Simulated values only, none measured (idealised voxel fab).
Process module heading - voxel wiring stack
Square cells of 5 nm make up the cross-section cut, whose width is 190 nm.
A cross-section in this document is a grid of square cells, and it is written down as bands, the top band listed before the ones below it; a band is made up of one or more rows of cells. Basically the band line says how high the top is and how high the bottom is, in nm, and then what's in it from left to right, every material with its width in nm. Empty space shows up as "air", and if a single material carries "edge to edge" it runs the full band edge to edge. Convention: height 0 is the level below which the wafer, as received, is all one material. The lowest band does not terminate at the bottom but continues downward, represented as "0..down". Width: "30->40" (first number = top row, second number = bottom row, same change from row to row of cells). "left unchanged" -> step changed no cross-section cell. "Completely enclosed voids": empty spaces of 8 cells or more with no open way to the top, each given as width x height at distance, distance from the left edge, all in nm. Step line, after settings: the simulator's comment on this step. "overlay nm" answers the question of how far to the right of plan the mask lay on a step that has a mask, and when it is negative the answer is to the left.
-- Here's what the planned process steps look like
- 1: RECEIVE | material Si
- 2: CONFORMAL_DEP | material SiO2 | thk nm 10
- 3: DIRECTIONAL_DEP | material TiN | thk nm 5
- 4: DIRECTIONAL_DEP | material Ru | thk nm 25
- 5: PATTERN | tone cover | mask id METAL_1 | material resist | width nm 25 | pitch nm 40 | thk nm 15 | overlay nm 0
- 6: DIRECTIONAL_ETCH | etch materials Ru | depth nm 25
- 7: DIRECTIONAL_ETCH | etch materials TiN | depth nm 5
- 8: STRIP | etch materials resist
- 9: CONFORMAL_DEP | material SiCN | thk nm 5
- 10: FILL_DEP | material SiO2 | thk nm 10
- 11: CMP | height nm 40
- 12: CONFORMAL_DEP | material SiCN | thk nm 5
- 13: DIRECTIONAL_DEP | material SiO2 | thk nm 10
- 14: MASKED_ETCH | tone open | mask id PLUG_1 | width nm 15 | pitch nm 40 | etch materials SiO2 | depth nm 10 | overlay nm 0
- 15: MASKED_ETCH | tone open | mask id PLUG_1 | width nm 15 | pitch nm 40 | etch materials SiCN | depth nm 5 | overlay nm 0
- 16: CONFORMAL_DEP | material TiN | thk nm 5
- 17: FILL_DEP | material W | thk nm 10
- 18: CMP | height nm 55
- 19: CONFORMAL_DEP | material SiN | thk nm 5
- 20: DIRECTIONAL_DEP | material SiO2 | thk nm 20
- 21: DIRECTIONAL_DEP | material aC | thk nm 15
- 22: PATTERN | tone open | mask id METAL_2 | material resist | width nm 25 | pitch nm 40 | thk nm 30 | overlay nm 0
- 23: DIRECTIONAL_ETCH | etch materials aC | depth nm 15
- 24: STRIP | etch materials resist
- 25: DIRECTIONAL_ETCH | etch materials SiO2 | depth nm 20
- 26: DIRECTIONAL_ETCH | etch materials SiN | depth nm 5
- 27: STRIP | etch materials aC
- 28: CONFORMAL_DEP | material TiN | thk nm 5
- 29: FILL_DEP | material Cu | thk nm 10
- 30: CMP | height nm 80
- 31: EPI | material Ru | thk nm 5
- 32: FILL_DEP | material SiCN | thk nm 5
-- Cross-section of the incoming wafer, state after step 1
    0..down: Si edge to edge
    Completely enclosed voids: none
-- Cross-section: first of two wafers, module finished, run according to plan
    90..85: SiCN edge to edge
    85..80: SiCN: 35 | Ru: 35 | SiCN: 5 | Ru: 35 | SiCN: 5 | Ru: 35 | SiCN: 40
    80..60: SiO2: 40 | TiN: 5 | Cu: 15 | TiN: 5 | SiO2: 15 | TiN: 5 | Cu: 15 | TiN: 5 | SiO2: 15 | TiN: 5 | Cu: 15 | TiN: 5 | SiO2: 45
    60..55: SiN: 40 | TiN: 25 | SiN: 15 | TiN: 25 | SiN: 15 | TiN: 25 | SiN: 45
    55..45: SiO2: 40 | TiN: 5 | W: 5 | TiN: 5 | SiO2: 25 | TiN: 5 | W: 5 | TiN: 5 | SiO2: 25 | TiN: 5 | W: 5 | TiN: 5 | SiO2: 55
    45..40: SiCN: 40 | TiN: 15 | SiCN: 25 | TiN: 15 | SiCN: 25 | TiN: 15 | SiCN: 55
    40..15: SiO2: 35 | SiCN: 5 | Ru: 25 | SiCN: 5 | SiO2: 5 | SiCN: 5 | Ru: 25 | SiCN: 5 | SiO2: 5 | SiCN: 5 | Ru: 25 | SiCN: 5 | SiO2: 40
    15..10: SiCN: 40 | TiN: 25 | SiCN: 15 | TiN: 25 | SiCN: 15 | TiN: 25 | SiCN: 45
    10..0: SiO2 edge to edge
    0..down: Si edge to edge
    Completely enclosed voids: none
-- Cross-sectional image of the second wafer of the two following completion of the module. Starting state and process plan were the same as for the first wafer; one execution error occurred
    90..85: SiCN edge to edge
    85..80: SiCN: 35 | Ru: 35 | SiCN: 5 | Ru: 35 | SiCN: 5 | Ru: 35 | SiCN: 40
    80..60: SiO2: 40 | TiN: 5 | Cu: 15 | TiN: 5 | SiO2: 15 | TiN: 5 | Cu: 15 | TiN: 5 | SiO2: 15 | TiN: 5 | Cu: 15 | TiN: 5 | SiO2: 45
    60..55: SiN: 40 | TiN: 25 | SiN: 15 | TiN: 25 | SiN: 15 | TiN: 25 | SiN: 45
    55..45: SiO2: 40 | TiN: 5 | W: 5 | TiN: 5 | SiO2: 25 | TiN: 5 | W: 5 | TiN: 5 | SiO2: 25 | TiN: 5 | W: 5 | TiN: 5 | SiO2: 55
    45..40: SiCN: 40 | TiN: 15 | SiCN: 25 | TiN: 15 | SiCN: 25 | TiN: 15 | SiCN: 55
    40..15: SiO2: 45 | SiCN: 5 | Ru: 25 | SiCN: 5 | SiO2: 5 | SiCN: 5 | Ru: 25 | SiCN: 5 | SiO2: 5 | SiCN: 5 | Ru: 25 | SiCN: 5 | SiO2: 30
    15..10: SiCN: 50 | TiN: 25 | SiCN: 15 | TiN: 25 | SiCN: 15 | TiN: 25 | SiCN: 35
    10..0: SiO2 edge to edge
    0..down: Si edge to edge
    Completely enclosed voids: none
Heads up, the wafer didn't run the way we planned it: planned and actual differ for step 5; actual: PATTERN | tone cover | mask id METAL_1 | material resist | width nm 25 | pitch nm 40 | thk nm 15 | overlay nm 10
If you tally the cells, the second wafer ends up with the same amount of every material as the first; it's all just sitting in different places.
